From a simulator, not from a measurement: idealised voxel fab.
The process module that follows is named voxel gate over fins.
It is cross-section cut that appears here, measuring 260 nm in width, its square cells being 5 nm in size.
Square cells in a grid make up a cross-section in this document, and the grid is given as bands, listed from the top down, each one or more rows of cells.
A band entry consists of two parts. The first gives the height of the band's top and the height of its bottom, in nm. The rest lists the band's materials from left to right, each with its width in nm. A single material labelled with the word "full width" fills the band from edge to edge, and the word "empty" marks empty space.
Basically, 0 is our baseline, since under it the wafer straight out of the box is all one material. The bottom band has no lower end and keeps on going down, so it looks like "0 -> down".
A two-number width, for instance "30..40", indicates that the width is equal to the first number in the top row of the band and to the second number in the bottom row, and that it changes by a constant amount per row of cells.
You'll sometimes find "no change" written for a step, and that's the way of saying that nowhere in the cross-section did a cell change during that step.
This entry, "Closed empty spaces", enumerates those empty regions of no fewer than 8 cells that possess no open connection to the top. Each region is reported in the form width x height at distance, the distance being taken from the left edge, with all three quantities expressed in nm.
Heads up: the bit after the settings on a step's line is the simulator's remark on that step.
You can add "overlay nm" to a step's line. For a step with a mask, it describes how far the mask lay to the right of its planned position, and a negative number describes a lay to the left.
[The following list gives the planned process steps]
1 RECEIVE, material Si
2 CONFORMAL_DEP, material SiN, thk nm 10
3 DIRECTIONAL_DEP, material aC, thk nm 5
4 PATTERN, tone cover, mask id FINS, material resist, width nm 15, pitch nm 40, thk nm 30, overlay nm 0
5 DIRECTIONAL_ETCH, etch materials aC, depth nm 10
6 STRIP, etch materials resist
7 DIRECTIONAL_ETCH, etch materials SiN, depth nm 10
8 DIRECTIONAL_ETCH, etch materials Si, depth nm 30
9 STRIP, etch materials aC
10 FILL_DEP, material SiO2, thk nm 5
11 CMP, height nm 10
12 SELECTIVE_ETCH, etch materials SiO2, depth nm 25
13 STRIP, etch materials SiN
14 CONFORMAL_DEP, material HfO2, thk nm 5
15 CONFORMAL_DEP, material TiN, thk nm 5
16 CONFORMAL_DEP, material TiAl, thk nm 5
17 CONFORMAL_DEP, material TiN, thk nm 5
18 FILL_DEP, material W, thk nm 10
19 CMP, height nm 25
20 CONFORMAL_DEP, material SiCN, thk nm 10
Split variable: thk nm, step 3. Plan value = first wafer. Wafers start alike.
[Cross-section: the first of several wafers in its as-received state, i.e. following step 1]
* 0 -> down: Si full width
* Closed empty spaces: none
[Each row below is a wafer at the end of the module, listing for every material the number of cells it has gained (+) or lost (-) since it was received, followed by its closed voids]
thk nm 5, +64 HfO2, -276 Si, +104 SiCN, +138 SiO2, +61 TiAl, +122 TiN, +151 W, Closed empty spaces: none
thk nm 10, +64 HfO2, -276 Si, +104 SiCN, +138 SiO2, +61 TiAl, +122 TiN, +151 W, Closed empty spaces: none
thk nm 15, +52 HfO2, +104 SiCN, +52 TiAl, +104 TiN, +52 W, Closed empty spaces: none
thk nm 20, +52 HfO2, +104 SiCN, +52 TiAl, +104 TiN, +52 W, Closed empty spaces: none
thk nm 25, +52 HfO2, +104 SiCN, +52 TiAl, +104 TiN, +52 W, Closed empty spaces: none
